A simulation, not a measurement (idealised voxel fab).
The following is a process module called voxel transistor to metal.
215 nm wide, 5 nm square cells: that's cross-section cut.
How to read a cross-section here: the picture is a grid of square cells, written as bands going from the top down, and any band can span one or more rows of cells.
Top height, bottom height, nm. Materials left to right, width each, nm. Single material + "everywhere" = fills band edge to edge. "blank" = empty.
Height datum 0, below which the as-received substrate wafer is one material. Lowest band open at the bottom, running downward: "0 and below".
The width entry "30..40" should be interpreted row by row: the top row of cells in the band takes the first number, the bottom row takes the second number, and the change between adjacent rows is uniform throughout.
It should be understood that the words "identical to before", when stated for a given step, signify that the cross-section underwent no change in any of its cells during that step.
"Non-vented voids": empty spaces of 8 cells or more with no open way to the top, each given as width x height at distance, distance from the left edge, all in nm.
Past the settings on a step's line: simulator remark, on that step.
overlay nm: how far to the right of its planned place the mask lay on this masked step (negative: to the left).
-- plan
1 RECEIVE with material Si
2 CONFORMAL_DEP with material SiO2, thk nm 5
3 CONFORMAL_DEP with material SiN, thk nm 15
4 MASKED_ETCH with tone cover, mask id ACTIVE, width nm 110, etch materials SiN, depth nm 15, overlay nm 0
5 MASKED_ETCH with tone cover, mask id ACTIVE, width nm 110, etch materials SiO2, depth nm 5, overlay nm 0
6 MASKED_ETCH with tone cover, mask id ACTIVE, width nm 110, etch materials Si, depth nm 25, overlay nm 0
7 OXIDIZE with depth nm 5
8 FILL_DEP with material SiO2, thk nm 15
9 CMP with height nm 20
10 SELECTIVE_ETCH with etch materials SiO2, depth nm 15
11 STRIP with etch materials SiN
12 SELECTIVE_ETCH with etch materials SiO2, depth nm 5
13 OXIDIZE with depth nm 5
14 DIRECTIONAL_DEP with material polySi, thk nm 30
15 DIRECTIONAL_DEP with material SiCN, thk nm 15
16 DIRECTIONAL_DEP with material aC, thk nm 15
17 PATTERN with tone cover, mask id GATE, material resist, width nm 30, thk nm 30, overlay nm 0
18 DIRECTIONAL_ETCH with etch materials aC, depth nm 15
19 STRIP with etch materials resist
20 DIRECTIONAL_ETCH with etch materials SiCN, depth nm 25
21 DIRECTIONAL_ETCH with etch materials polySi, depth nm 40
22 STRIP with etch materials aC
23 CONFORMAL_DEP with material SiO2, thk nm 5
24 DIRECTIONAL_ETCH with etch materials SiO2, depth nm 5
25 CONFORMAL_DEP with material SiN, thk nm 5
26 DIRECTIONAL_ETCH with etch materials SiN, depth nm 5
27 DIRECTIONAL_ETCH with etch materials SiO2, depth nm 5
28 DIRECTIONAL_ETCH with etch materials Si, depth nm 5
29 EPI with material pSi, thk nm 5
30 FILL_DEP with material SiO2, thk nm 5
31 CMP with height nm 30
32 STRIP with etch materials polySi
33 SELECTIVE_ETCH with etch materials SiO2, depth nm 5
34 CONFORMAL_DEP with material HfO2, thk nm 5
35 CONFORMAL_DEP with material TiN, thk nm 5
36 FILL_DEP with material W, thk nm 5
37 CMP with height nm 25
38 DIRECTIONAL_DEP with material SiO2, thk nm 15
39 DIRECTIONAL_DEP with material aC, thk nm 15
40 PATTERN with tone open, mask id CONTACT, material resist, width nm 20, pitch nm 80, thk nm 30, overlay nm 0
41 DIRECTIONAL_ETCH with etch materials aC, depth nm 15
42 STRIP with etch materials resist
43 DIRECTIONAL_ETCH with etch materials SiO2, depth nm 45
44 STRIP with etch materials aC
45 CONFORMAL_DEP with material TiN, thk nm 5
46 FILL_DEP with material W, thk nm 10
47 CMP with height nm 40
48 DIRECTIONAL_DEP with material TiN, thk nm 5
49 DIRECTIONAL_DEP with material Ru, thk nm 20
50 DIRECTIONAL_DEP with material aC, thk nm 10
51 PATTERN with tone cover, mask id METAL_1, material resist, width nm 20, pitch nm 80, thk nm 25, overlay nm 0
52 DIRECTIONAL_ETCH with etch materials aC, depth nm 10
53 STRIP with etch materials resist
54 DIRECTIONAL_ETCH with etch materials Ru, depth nm 20
55 DIRECTIONAL_ETCH with etch materials TiN, depth nm 5
56 STRIP with etch materials aC
57 CONFORMAL_DEP with material SiCN, thk nm 5
58 FILL_DEP with material SiO2, thk nm 10
59 CMP with height nm 65
60 CONFORMAL_DEP with material SiCN, thk nm 5
-- First wafer out of two, processed as planned
-- Cross-section of the wafer upon arrival, representing the state reached after step 1
0 and below  Si everywhere
Non-vented voids: none
-- How the wafer stands in section after step 2
5 down to 0  SiO2 everywhere
Below 0, no change.
-- How the wafer stands in section after step 3
20 down to 5  SiN everywhere
Below 5, no change.
-- How the wafer stands in section after step 4
20 down to 5  blank=50, SiN=110, blank=55
Below 5, no change.
-- How the wafer stands in section after step 5
20 down to 5  blank=50, SiN=110, blank=55
5 down to 0  blank=50, SiO2=110, blank=55
Below 0, no change.
-- How the wafer stands in section after step 6
20 down to 5  blank=50, SiN=110, blank=55
5 down to 0  blank=50, SiO2=110, blank=55
0 down to -25  blank=50, Si=110, blank=55
Below -25, no change.
-- How the wafer stands in section after step 7
20 down to 5  blank=50, SiN=110, blank=55
5 down to 0  blank=50, SiO2=110, blank=55
0 down to -25  blank=50, SiO2=5, Si=100, SiO2=5, blank=55
-25 down to -30  SiO2=55, Si=100, SiO2=60
Below -30, no change.
-- How the wafer stands in section after step 8
35 down to 20  SiO2 everywhere
20 down to 5  SiO2=50, SiN=110, SiO2=55
5 down to 0  SiO2 everywhere
0 down to -30  SiO2=55, Si=100, SiO2=60
Below -30, no change.
-- How the wafer stands in section after step 9
20 down to 5  SiO2=50, SiN=110, SiO2=55
Below 5, no change.
-- How the wafer stands in section after step 10
20 down to 5  blank=50, SiN=110, blank=55
Below 5, no change.
-- How the wafer stands in section after step 11
5 down to 0  SiO2 everywhere
Below 0, no change.
-- How the wafer stands in section after step 12
0 down to -30  SiO2=55, Si=100, SiO2=60
Below -30, no change.
-- How the wafer stands in section after step 13
0 down to -5  SiO2 everywhere
Below -5, no change.
-- How the wafer stands in section after step 14
30 down to 0  polySi everywhere
Below 0, no change.
-- How the wafer stands in section after step 15
45 down to 30  SiCN everywhere
Below 30, no change.
-- How the wafer stands in section after step 16
60 down to 45  aC everywhere
Below 45, no change.
-- How the wafer stands in section after step 17
90 down to 60  blank=90, resist=30, blank=95
Below 60, no change.
-- How the wafer stands in section after step 18
75 down to 60  blank=90, resist=30, blank=95
60 down to 45  blank=90, aC=30, blank=95
Below 45, no change.
-- How the wafer stands in section after step 19
60 down to 45  blank=90, aC=30, blank=95
Below 45, no change.
-- How the wafer stands in section after step 20
60 down to 45  blank=90, aC=30, blank=95
45 down to 30  blank=90, SiCN=30, blank=95
Below 30, no change.
-- How the wafer stands in section after step 21
60 down to 45  blank=90, aC=30, blank=95
45 down to 30  blank=90, SiCN=30, blank=95
30 down to 0  blank=90, polySi=30, blank=95
Below 0, no change.
-- How the wafer stands in section after step 22
45 down to 30  blank=90, SiCN=30, blank=95
Below 30, no change.
-- How the wafer stands in section after step 23
50 down to 45  blank=85, SiO2=40, blank=90
45 down to 30  blank=85, SiO2=5, SiCN=30, SiO2=5, blank=90
30 down to 5  blank=85, SiO2=5, polySi=30, SiO2=5, blank=90
5 down to 0  SiO2=90, polySi=30, SiO2=95
Below 0, no change.
-- How the wafer stands in section after step 24
45 down to 30  blank=85, SiO2=5, SiCN=30, SiO2=5, blank=90
30 down to 0  blank=85, SiO2=5, polySi=30, SiO2=5, blank=90
Below 0, no change.
-- How the wafer stands in section after step 25
50 down to 45  blank=80, SiN=50, blank=85
45 down to 30  blank=80, SiN=5, SiO2=5, SiCN=30, SiO2=5, SiN=5, blank=85
30 down to 5  blank=80, SiN=5, SiO2=5, polySi=30, SiO2=5, SiN=5, blank=85
5 down to 0  SiN=85, SiO2=5, polySi=30, SiO2=5, SiN=90
Below 0, no change.
-- How the wafer stands in section after step 26
45 down to 30  blank=80, SiN=5, SiO2=5, SiCN=30, SiO2=5, SiN=5, blank=85
30 down to 0  blank=80, SiN=5, SiO2=5, polySi=30, SiO2=5, SiN=5, blank=85
Below 0, no change.
-- How the wafer stands in section after step 27
45 down to 40  blank=80, SiN=5, blank=5, SiCN=30, blank=5, SiN=5, blank=85
40 down to 30  blank=80, SiN=5, SiO2=5, SiCN=30, SiO2=5, SiN=5, blank=85
30 down to 0  blank=80, SiN=5, SiO2=5, polySi=30, SiO2=5, SiN=5, blank=85
0 down to -5  blank=80, SiO2=50, blank=85
Below -5, no change.
-- How the wafer stands in section after step 28
45 down to 40  blank=80, SiN=5, blank=5, SiCN=30, blank=5, SiN=5, blank=85
40 down to 30  blank=80, SiN=5, SiO2=5, SiCN=30, SiO2=5, SiN=5, blank=85
30 down to 0  blank=80, SiN=5, SiO2=5, polySi=30, SiO2=5, SiN=5, blank=85
0 down to -5  blank=80, SiO2=50, blank=85
-5 down to -10  SiO2=55, blank=25, Si=50, blank=25, SiO2=60
Below -10, no change.
-- How the wafer stands in section after step 29
45 down to 40  blank=80, SiN=5, blank=5, SiCN=30, blank=5, SiN=5, blank=85
40 down to 30  blank=80, SiN=5, SiO2=5, SiCN=30, SiO2=5, SiN=5, blank=85
30 down to 0  blank=80, SiN=5, SiO2=5, polySi=30, SiO2=5, SiN=5, blank=85
0 down to -5  blank=75, pSi=5, SiO2=50, pSi=5, blank=80
-5 down to -10  SiO2=55, pSi=25, Si=50, pSi=25, SiO2=60
Below -10, no change.
-- How the wafer stands in section after step 30
50 down to 45  SiO2 everywhere
45 down to 30  SiO2=80, SiN=5, SiO2=5, SiCN=30, SiO2=5, SiN=5, SiO2=85
30 down to 0  SiO2=80, SiN=5, SiO2=5, polySi=30, SiO2=5, SiN=5, SiO2=85
0 down to -5  SiO2=75, pSi=5, SiO2=50, pSi=5, SiO2=80
Below -5, no change.
-- How the wafer stands in section after step 31
30 down to 0  SiO2=80, SiN=5, SiO2=5, polySi=30, SiO2=5, SiN=5, SiO2=85
Below 0, no change.
-- How the wafer stands in section after step 32
30 down to 0  SiO2=80, SiN=5, SiO2=5, blank=30, SiO2=5, SiN=5, SiO2=85
Below 0, no change.
-- How the wafer stands in section after step 33
30 down to 25  blank=80, SiN=5, blank=40, SiN=5, blank=85
25 down to 0  SiO2=80, SiN=5, blank=40, SiN=5, SiO2=85
0 down to -5  SiO2=75, pSi=5, SiO2=5, blank=40, SiO2=5, pSi=5, SiO2=80
Below -5, no change.
-- How the wafer stands in section after step 34
35 down to 30  blank=75, HfO2=15, blank=30, HfO2=15, blank=80
30 down to 25  HfO2=80, SiN=5, HfO2=5, blank=30, HfO2=5, SiN=5, HfO2=85
25 down to 0  SiO2=80, SiN=5, HfO2=5, blank=30, HfO2=5, SiN=5, SiO2=85
0 down to -5  SiO2=75, pSi=5, SiO2=5, HfO2=40, SiO2=5, pSi=5, SiO2=80
Below -5, no change.
-- How the wafer stands in section after step 35
40 down to 35  blank=70, TiN=25, blank=20, TiN=25, blank=75
35 down to 30  TiN=75, HfO2=15, TiN=5, blank=20, TiN=5, HfO2=15, TiN=80
30 down to 25  HfO2=80, SiN=5, HfO2=5, TiN=5, blank=20, TiN=5, HfO2=5, SiN=5, HfO2=85
25 down to 5  SiO2=80, SiN=5, HfO2=5, TiN=5, blank=20, TiN=5, HfO2=5, SiN=5, SiO2=85
5 down to 0  SiO2=80, SiN=5, HfO2=5, TiN=30, HfO2=5, SiN=5, SiO2=85
Below 0, no change.
-- How the wafer stands in section after step 36
45 down to 40  W everywhere
40 down to 35  W=70, TiN=25, W=20, TiN=25, W=75
35 down to 30  TiN=75, HfO2=15, TiN=5, W=20, TiN=5, HfO2=15, TiN=80
30 down to 25  HfO2=80, SiN=5, HfO2=5, TiN=5, W=20, TiN=5, HfO2=5, SiN=5, HfO2=85
25 down to 5  SiO2=80, SiN=5, HfO2=5, TiN=5, W=20, TiN=5, HfO2=5, SiN=5, SiO2=85
Below 5, no change.
-- How the wafer stands in section after step 37
25 down to 5  SiO2=80, SiN=5, HfO2=5, TiN=5, W=20, TiN=5, HfO2=5, SiN=5, SiO2=85
Below 5, no change.
-- How the wafer stands in section after step 38
40 down to 25  SiO2 everywhere
Below 25, no change.
-- How the wafer stands in section after step 39
55 down to 40  aC everywhere
Below 40, no change.
-- How the wafer stands in section after step 40
85 down to 55  resist=55, blank=20, resist=60, blank=20, resist=60
Below 55, no change.
-- How the wafer stands in section after step 41
70 down to 55  resist=55, blank=20, resist=60, blank=20, resist=60
55 down to 40  aC=55, blank=20, aC=60, blank=20, aC=60
Below 40, no change.
-- How the wafer stands in section after step 42
55 down to 40  aC=55, blank=20, aC=60, blank=20, aC=60
Below 40, no change.
-- How the wafer stands in section after step 43
55 down to 40  aC=55, blank=20, aC=60, blank=20, aC=60
40 down to 25  SiO2=55, blank=20, SiO2=60, blank=20, SiO2=60
25 down to 5  SiO2=55, blank=20, SiO2=5, SiN=5, HfO2=5, TiN=5, W=20, TiN=5, HfO2=5, SiN=5, SiO2=5, blank=20, SiO2=60
5 down to 0  SiO2=55, blank=20, SiO2=5, SiN=5, HfO2=5, TiN=30, HfO2=5, SiN=5, SiO2=5, blank=20, SiO2=60
0 down to -5  SiO2=55, blank=20, pSi=5, SiO2=5, HfO2=40, SiO2=5, pSi=5, blank=20, SiO2=60
Below -5, no change.
-- How the wafer stands in section after step 44
40 down to 25  SiO2=55, blank=20, SiO2=60, blank=20, SiO2=60
Below 25, no change.
-- How the wafer stands in section after step 45
45 down to 40  TiN=60, blank=10, TiN=70, blank=10, TiN=65
40 down to 25  SiO2=55, TiN=5, blank=10, TiN=5, SiO2=60, TiN=5, blank=10, TiN=5, SiO2=60
25 down to 5  SiO2=55, TiN=5, blank=10, TiN=5, SiO2=5, SiN=5, HfO2=5, TiN=5, W=20, TiN=5, HfO2=5, SiN=5, SiO2=5, TiN=5, blank=10, TiN=5, SiO2=60
5 down to 0  SiO2=55, TiN=5, blank=10, TiN=5, SiO2=5, SiN=5, HfO2=5, TiN=30, HfO2=5, SiN=5, SiO2=5, TiN=5, blank=10, TiN=5, SiO2=60
0 down to -5  SiO2=55, TiN=20, pSi=5, SiO2=5, HfO2=40, SiO2=5, pSi=5, TiN=20, SiO2=60
Below -5, no change.
-- How the wafer stands in section after step 46
55 down to 45  W everywhere
45 down to 40  TiN=60, W=10, TiN=70, W=10, TiN=65
40 down to 25  SiO2=55, TiN=5, W=10, TiN=5, SiO2=60, TiN=5, W=10, TiN=5, SiO2=60
25 down to 5  SiO2=55, TiN=5, W=10, TiN=5, SiO2=5, SiN=5, HfO2=5, TiN=5, W=20, TiN=5, HfO2=5, SiN=5, SiO2=5, TiN=5, W=10, TiN=5, SiO2=60
5 down to 0  SiO2=55, TiN=5, W=10, TiN=5, SiO2=5, SiN=5, HfO2=5, TiN=30, HfO2=5, SiN=5, SiO2=5, TiN=5, W=10, TiN=5, SiO2=60
Below 0, no change.
-- How the wafer stands in section after step 47
40 down to 25  SiO2=55, TiN=5, W=10, TiN=5, SiO2=60, TiN=5, W=10, TiN=5, SiO2=60
Below 25, no change.
-- How the wafer stands in section after step 48
45 down to 40  TiN everywhere
Below 40, no change.
-- How the wafer stands in section after step 49
65 down to 45  Ru everywhere
Below 45, no change.
-- How the wafer stands in section after step 50
75 down to 65  aC everywhere
Below 65, no change.
-- How the wafer stands in section after step 51
100 down to 75  blank=55, resist=20, blank=60, resist=20, blank=60
Below 75, no change.
-- How the wafer stands in section after step 52
90 down to 75  blank=55, resist=20, blank=60, resist=20, blank=60
75 down to 65  blank=55, aC=20, blank=60, aC=20, blank=60
Below 65, no change.
-- How the wafer stands in section after step 53
75 down to 65  blank=55, aC=20, blank=60, aC=20, blank=60
Below 65, no change.
-- How the wafer stands in section after step 54
75 down to 65  blank=55, aC=20, blank=60, aC=20, blank=60
65 down to 45  blank=55, Ru=20, blank=60, Ru=20, blank=60
Below 45, no change.
-- How the wafer stands in section after step 55
75 down to 65  blank=55, aC=20, blank=60, aC=20, blank=60
65 down to 45  blank=55, Ru=20, blank=60, Ru=20, blank=60
45 down to 40  blank=55, TiN=20, blank=60, TiN=20, blank=60
Below 40, no change.
-- How the wafer stands in section after step 56
65 down to 45  blank=55, Ru=20, blank=60, Ru=20, blank=60
Below 45, no change.
-- How the wafer stands in section after step 57
70 down to 65  blank=50, SiCN=30, blank=50, SiCN=30, blank=55
65 down to 45  blank=50, SiCN=5, Ru=20, SiCN=5, blank=50, SiCN=5, Ru=20, SiCN=5, blank=55
45 down to 40  SiCN=55, TiN=20, SiCN=60, TiN=20, SiCN=60
Below 40, no change.
-- How the wafer stands in section after step 58
80 down to 70  SiO2 everywhere
70 down to 65  SiO2=50, SiCN=30, SiO2=50, SiCN=30, SiO2=55
65 down to 45  SiO2=50, SiCN=5, Ru=20, SiCN=5, SiO2=50, SiCN=5, Ru=20, SiCN=5, SiO2=55
Below 45, no change.
-- How the wafer stands in section after step 59
65 down to 45  SiO2=50, SiCN=5, Ru=20, SiCN=5, SiO2=50, SiCN=5, Ru=20, SiCN=5, SiO2=55
Below 45, no change.
-- How the wafer stands in section after step 60
70 down to 65  SiCN everywhere
Below 65, no change.
-- It is to be noted that the second wafer proceeded from the same initial state and according to the same plan as the first, although one mistake was committed in its execution; through step 50, inclusive, the two wafers share an identical history
-- The second wafer in cross-section, at the planned close of step 51
100 down to 75  blank=55, resist=25, blank=55, resist=25, blank=55
Below 75, no change.
-- The second wafer in cross-section, at the planned close of step 52
90 down to 75  blank=55, resist=25, blank=55, resist=25, blank=55
75 down to 65  blank=55, aC=25, blank=55, aC=25, blank=55
Below 65, no change.
-- The second wafer in cross-section, at the planned close of step 53
75 down to 65  blank=55, aC=25, blank=55, aC=25, blank=55
Below 65, no change.
-- The second wafer in cross-section, at the planned close of step 54
75 down to 65  blank=55, aC=25, blank=55, aC=25, blank=55
65 down to 45  blank=55, Ru=25, blank=55, Ru=25, blank=55
Below 45, no change.
-- The second wafer in cross-section, at the planned close of step 55
75 down to 65  blank=55, aC=25, blank=55, aC=25, blank=55
65 down to 45  blank=55, Ru=25, blank=55, Ru=25, blank=55
45 down to 40  blank=55, TiN=25, blank=55, TiN=25, blank=55
Below 40, no change.
-- The second wafer in cross-section, at the planned close of step 56
65 down to 45  blank=55, Ru=25, blank=55, Ru=25, blank=55
Below 45, no change.
-- The second wafer in cross-section, at the planned close of step 57
70 down to 65  blank=50, SiCN=35, blank=45, SiCN=35, blank=50
65 down to 45  blank=50, SiCN=5, Ru=25, SiCN=5, blank=45, SiCN=5, Ru=25, SiCN=5, blank=50
45 down to 40  SiCN=55, TiN=25, SiCN=55, TiN=25, SiCN=55
Below 40, no change.
-- The second wafer in cross-section, at the planned close of step 58
80 down to 70  SiO2 everywhere
70 down to 65  SiO2=50, SiCN=35, SiO2=45, SiCN=35, SiO2=50
65 down to 45  SiO2=50, SiCN=5, Ru=25, SiCN=5, SiO2=45, SiCN=5, Ru=25, SiCN=5, SiO2=50
Below 45, no change.
-- The second wafer in cross-section, at the planned close of step 59
65 down to 45  SiO2=50, SiCN=5, Ru=25, SiCN=5, SiO2=45, SiCN=5, Ru=25, SiCN=5, SiO2=50
Below 45, no change.
-- The second wafer in cross-section, at the planned close of step 60
70 down to 65  SiCN everywhere
Below 65, no change.
Against the plan, the run slipped here: step 51 deviated from plan and actually ran as PATTERN with tone cover, mask id METAL_1, material resist, width nm 25, pitch nm 80, thk nm 25, overlay nm 0
It is noted that, at the conclusion of processing, the second wafer exhibits a higher or lower cell count for certain materials relative to the first: Ru: 8 more; SiCN: 2 fewer; SiO2: 8 fewer; TiN: 2 more
